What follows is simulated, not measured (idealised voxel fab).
Herein follows the process module entitled voxel plated lines.
Pictured: cross-section cut, 285 nm wide, on a grid of 5 nm square cells.
Cross-section layout: square cells on a grid; listed as bands, top to bottom; a band spans one or more cell rows.
Band entry format. Leading values: height of top, height of bottom, nm. Remainder: materials in left-to-right order, each with its width in nm. Special words: "edge to edge" on a single material, which then fills the band edge to edge; "blank", empty space.
A quick word on heights: they are counted from 0, and under that level the wafer as it came to us is one material throughout. The lowest band is different from the rest in having no bottom; it simply continues downward, written as in "top 0, no bottom".
The two numbers in a width such as "30..40" mark its ends across the band: the first belongs to the top row of cells, the second to the bottom row, and from each row to the next the width moves by the same amount.
"no change" for a step: no cell of the cross-section changed in that step.
Entry "Unvented voids" = empty spaces >= 8 cells with no open way to the top; each as width x height at distance, distance from left edge, all nm.
That trailing text on a step's line, after the settings, is the simulator's own remark on the step.
"overlay nm" denotes, for a step that has a mask, the displacement of the mask to the right of its planned place, with negative values corresponding to the left.

Process steps - plan:
- 1: op RECEIVE | material Si
- 2: op CONFORMAL_DEP | material Al2O3 | thk nm 5
- 3: op DIRECTIONAL_DEP | material TiN | thk nm 5
- 4: op PATTERN | tone open | mask id LINES | material resist | width nm 25 | pitch nm 55 | thk nm 25 | overlay nm 0
- 5: op EPI | material Ru | thk nm 10
- 6: op EPI | material Ru | thk nm 10
- 7: op STRIP | etch materials resist
- 8: op DIRECTIONAL_ETCH | etch materials TiN | depth nm 5
- 9: op CONFORMAL_DEP | material SiCN | thk nm 10

Cross-sectional view of the wafer in its as-received condition, corresponding to the state after step 1:
  top 0, no bottom | Si edge to edge
  Unvented voids: none

Cross-section, first of two wafers, end of module, run as planned:
  top 40, bottom 30 | blank 90  SiCN 45  blank 10  SiCN 45  blank 95
  top 30, bottom 15 | blank 90  SiCN 10  Ru 25  SiCN 10  blank 10  SiCN 10  Ru 25  SiCN 10  blank 95
  top 15, bottom 10 | SiCN 100  Ru 25  SiCN 30  Ru 25  SiCN 105
  top 10, bottom 5 | SiCN 100  TiN 25  SiCN 30  TiN 25  SiCN 105
  top 5, bottom 0 | Al2O3 edge to edge
  top 0, no bottom | Si edge to edge
  Unvented voids: none

Second of two wafers, module complete, sectioned: it shares the first wafer's start and plan but was run with one mistake:
  top 40, bottom 30 | SiCN 110  blank 5  SiCN 50  blank 5  SiCN 115
  top 30, bottom 15 | Ru 100  SiCN 10  blank 5  SiCN 10  Ru 30  SiCN 10  blank 5  SiCN 10  Ru 105
  top 15, bottom 10 | Ru 100  SiCN 25  Ru 30  SiCN 25  Ru 105
  top 10, bottom 5 | TiN 100  SiCN 25  TiN 30  SiCN 25  TiN 105
  top 5, bottom 0 | Al2O3 edge to edge
  top 0, no bottom | Si edge to edge
  Unvented voids: none
What was the processing mistake? step 4 did not use the planned setting and instead ran as op PATTERN | tone cover | mask id LINES | material resist | width nm 25 | pitch nm 55 | thk nm 25 | overlay nm 0
End of process, cell counts, second wafer against first, materials with more or fewer: +148 Ru | +37 TiN
